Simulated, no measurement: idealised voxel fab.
You're looking at the process module voxel self aligned contacts.
Xsec cut, 185 nm wide, square cell size 5 nm.
If you're reading a cross-section in this doc, picture square cells in a grid; it comes to you as bands, top ones listed first down to the bottom, and a band can be one or more rows of cells.
A band entry consists of two parts. The first gives the height of the band's top and the height of its bottom, in nm. The rest lists the band's materials from left to right, each with its width in nm. A single material labelled with the word "full width" fills the band from edge to edge, and the word "empty" marks empty space.
Height 0 is the level under which the wafer as received is all one material. The lowest band goes on downwards, as in "top 0, no bottom".
The width entry "30 to 40" should be interpreted row by row: the top row of cells in the band takes the first number, the bottom row takes the second number, and the change between adjacent rows is uniform throughout.
Given "remained unchanged" for a step, no cell of the cross-section differs between before and after that step.
Closed empty spaces (no open way to the top) of 8 cells or more are what "Catalogued sealed voids" lists, each as width x height at distance from the left edge, nm for all three.
after a step's settings: what the simulator itself notes on the step
A step's line can hold "overlay nm"; with a mask on that step, the setting says how far right of the planned place the mask lay, while a negative setting says it lay to the left.
-- The process steps that were planned are listed below
- 1: RECEIVE,material Si
- 2: CONFORMAL_DEP,material SiO2,thk nm 5
- 3: DIRECTIONAL_DEP,material polySi,thk nm 25
- 4: DIRECTIONAL_DEP,material SiN,thk nm 20
- 5: PATTERN,tone cover,mask id GATE,material resist,width nm 25,pitch nm 60,thk nm 20,overlay nm 0
- 6: DIRECTIONAL_ETCH,etch materials SiN,depth nm 20
- 7: DIRECTIONAL_ETCH,etch materials polySi,depth nm 25
- 8: STRIP,etch materials resist
- 9: CONFORMAL_DEP,material SiN,thk nm 5
- 10: DIRECTIONAL_ETCH,etch materials SiN,depth nm 5
- 11: FILL_DEP,material SiO2,thk nm 20
- 12: CMP,height nm 60
- 13: PATTERN,tone open,mask id CONTACT,material resist,width nm 45,pitch nm 60,thk nm 15,overlay nm 0
- 14: DIRECTIONAL_ETCH,etch materials SiO2,depth nm 60
- 15: STRIP,etch materials resist
- 16: CONFORMAL_DEP,material TiN,thk nm 5
- 17: FILL_DEP,material Ru,thk nm 10
- 18: CMP,height nm 60
- 19: CONFORMAL_DEP,material SiCN,thk nm 5
-- Wafer, first of two, run as planned
-- Shown in cross-section is the wafer as received, that is, as it stands after step 1
  top 0, no bottom: Si full width
  Catalogued sealed voids: none
-- Take a look at the wafer's cross-section after step 2
  top 5, bottom 0: SiO2 full width
  Below a height of 0, the structure has not been altered.
-- Take a look at the wafer's cross-section after step 3
  top 30, bottom 5: polySi full width
  Below a height of 5, the structure has not been altered.
-- Take a look at the wafer's cross-section after step 4
  top 50, bottom 30: SiN full width
  Below a height of 30, the structure has not been altered.
-- Take a look at the wafer's cross-section after step 5
  top 70, bottom 50: 20 empty; 25 resist; 35 empty; 25 resist; 35 empty; 25 resist; 20 empty
  Below a height of 50, the structure has not been altered.
-- Take a look at the wafer's cross-section after step 6
  top 70, bottom 50: 20 empty; 25 resist; 35 empty; 25 resist; 35 empty; 25 resist; 20 empty
  top 50, bottom 30: 20 empty; 25 SiN; 35 empty; 25 SiN; 35 empty; 25 SiN; 20 empty
  Below a height of 30, the structure has not been altered.
-- Take a look at the wafer's cross-section after step 7
  top 70, bottom 50: 20 empty; 25 resist; 35 empty; 25 resist; 35 empty; 25 resist; 20 empty
  top 50, bottom 30: 20 empty; 25 SiN; 35 empty; 25 SiN; 35 empty; 25 SiN; 20 empty
  top 30, bottom 5: 20 empty; 25 polySi; 35 empty; 25 polySi; 35 empty; 25 polySi; 20 empty
  Below a height of 5, the structure has not been altered.
-- Take a look at the wafer's cross-section after step 8
  top 50, bottom 30: 20 empty; 25 SiN; 35 empty; 25 SiN; 35 empty; 25 SiN; 20 empty
  Below a height of 30, the structure has not been altered.
-- Take a look at the wafer's cross-section after step 9
  top 55, bottom 30: 15 empty; 35 SiN; 25 empty; 35 SiN; 25 empty; 35 SiN; 15 empty
  top 30, bottom 10: 15 empty; 5 SiN; 25 polySi; 5 SiN; 25 empty; 5 SiN; 25 polySi; 5 SiN; 25 empty; 5 SiN; 25 polySi; 5 SiN; 15 empty
  top 10, bottom 5: 20 SiN; 25 polySi; 35 SiN; 25 polySi; 35 SiN; 25 polySi; 20 SiN
  Below a height of 5, the structure has not been altered.
-- Take a look at the wafer's cross-section after step 10
  top 50, bottom 30: 15 empty; 35 SiN; 25 empty; 35 SiN; 25 empty; 35 SiN; 15 empty
  top 30, bottom 5: 15 empty; 5 SiN; 25 polySi; 5 SiN; 25 empty; 5 SiN; 25 polySi; 5 SiN; 25 empty; 5 SiN; 25 polySi; 5 SiN; 15 empty
  Below a height of 5, the structure has not been altered.
-- Take a look at the wafer's cross-section after step 11
  top 70, bottom 50: SiO2 full width
  top 50, bottom 30: 15 SiO2; 35 SiN; 25 SiO2; 35 SiN; 25 SiO2; 35 SiN; 15 SiO2
  top 30, bottom 5: 15 SiO2; 5 SiN; 25 polySi; 5 SiN; 25 SiO2; 5 SiN; 25 polySi; 5 SiN; 25 SiO2; 5 SiN; 25 polySi; 5 SiN; 15 SiO2
  Below a height of 5, the structure has not been altered.
-- Take a look at the wafer's cross-section after step 12
  top 60, bottom 50: SiO2 full width
  Below a height of 50, the structure has not been altered.
-- Take a look at the wafer's cross-section after step 13
  top 75, bottom 60: 40 resist; 45 empty; 15 resist; 45 empty; 40 resist
  Below a height of 60, the structure has not been altered.
-- Take a look at the wafer's cross-section after step 14
  top 75, bottom 60: 40 resist; 45 empty; 15 resist; 45 empty; 40 resist
  top 60, bottom 50: 40 SiO2; 45 empty; 15 SiO2; 45 empty; 40 SiO2
  top 50, bottom 30: 15 SiO2; 35 SiN; 25 empty; 35 SiN; 25 empty; 35 SiN; 15 SiO2
  top 30, bottom 5: 15 SiO2; 5 SiN; 25 polySi; 5 SiN; 25 empty; 5 SiN; 25 polySi; 5 SiN; 25 empty; 5 SiN; 25 polySi; 5 SiN; 15 SiO2
  top 5, bottom 0: 50 SiO2; 25 empty; 35 SiO2; 25 empty; 50 SiO2
  Below a height of 0, the structure has not been altered.
-- Take a look at the wafer's cross-section after step 15
  top 60, bottom 50: 40 SiO2; 45 empty; 15 SiO2; 45 empty; 40 SiO2
  Below a height of 50, the structure has not been altered.
-- Take a look at the wafer's cross-section after step 16
  top 65, bottom 60: 45 TiN; 35 empty; 25 TiN; 35 empty; 45 TiN
  top 60, bottom 50: 40 SiO2; 5 to 15 TiN; 35 to 15 empty; 5 to 15 TiN; 15 SiO2; 5 to 15 TiN; 35 to 15 empty; 5 to 15 TiN; 40 SiO2
  top 50, bottom 30: 15 SiO2; 35 SiN; 5 TiN; 15 empty; 5 TiN; 35 SiN; 5 TiN; 15 empty; 5 TiN; 35 SiN; 15 SiO2
  top 30, bottom 5: 15 SiO2; 5 SiN; 25 polySi; 5 SiN; 5 TiN; 15 empty; 5 TiN; 5 SiN; 25 polySi; 5 SiN; 5 TiN; 15 empty; 5 TiN; 5 SiN; 25 polySi; 5 SiN; 15 SiO2
  top 5, bottom 0: 50 SiO2; 25 TiN; 35 SiO2; 25 TiN; 50 SiO2
  Below a height of 0, the structure has not been altered.
-- Take a look at the wafer's cross-section after step 17
  top 75, bottom 65: Ru full width
  top 65, bottom 60: 45 TiN; 35 Ru; 25 TiN; 35 Ru; 45 TiN
  top 60, bottom 50: 40 SiO2; 5 to 15 TiN; 35 to 15 Ru; 5 to 15 TiN; 15 SiO2; 5 to 15 TiN; 35 to 15 Ru; 5 to 15 TiN; 40 SiO2
  top 50, bottom 30: 15 SiO2; 35 SiN; 5 TiN; 15 Ru; 5 TiN; 35 SiN; 5 TiN; 15 Ru; 5 TiN; 35 SiN; 15 SiO2
  top 30, bottom 5: 15 SiO2; 5 SiN; 25 polySi; 5 SiN; 5 TiN; 15 Ru; 5 TiN; 5 SiN; 25 polySi; 5 SiN; 5 TiN; 15 Ru; 5 TiN; 5 SiN; 25 polySi; 5 SiN; 15 SiO2
  Below a height of 5, the structure has not been altered.
-- Take a look at the wafer's cross-section after step 18
  top 60, bottom 50: 40 SiO2; 5 to 15 TiN; 35 to 15 Ru; 5 to 15 TiN; 15 SiO2; 5 to 15 TiN; 35 to 15 Ru; 5 to 15 TiN; 40 SiO2
  Below a height of 50, the structure has not been altered.
-- Take a look at the wafer's cross-section after step 19
  top 65, bottom 60: SiCN full width
  Below a height of 60, the structure has not been altered.
-- Wafer two. Same start, same plan, one slip in execution. Same as wafer one through step 17, inclusive
-- Second wafer cross-section, taken as of the time the plan sets for step 18 to be done
  top 65, bottom 60: 45 TiN; 35 Ru; 25 TiN; 35 Ru; 45 TiN
  Below a height of 60, the structure has not been altered.
-- Second wafer cross-section, taken as of the time the plan sets for step 19 to be done
  top 70, bottom 65: SiCN full width
  Below a height of 65, the structure has not been altered.
What went wrong in running the wafer? heads up, step 18 didn't go per plan, it actually ran as CMP,height nm 65
Final wafer comparison in cells, second versus first, more or fewer per material: Ru +14 | TiN +23
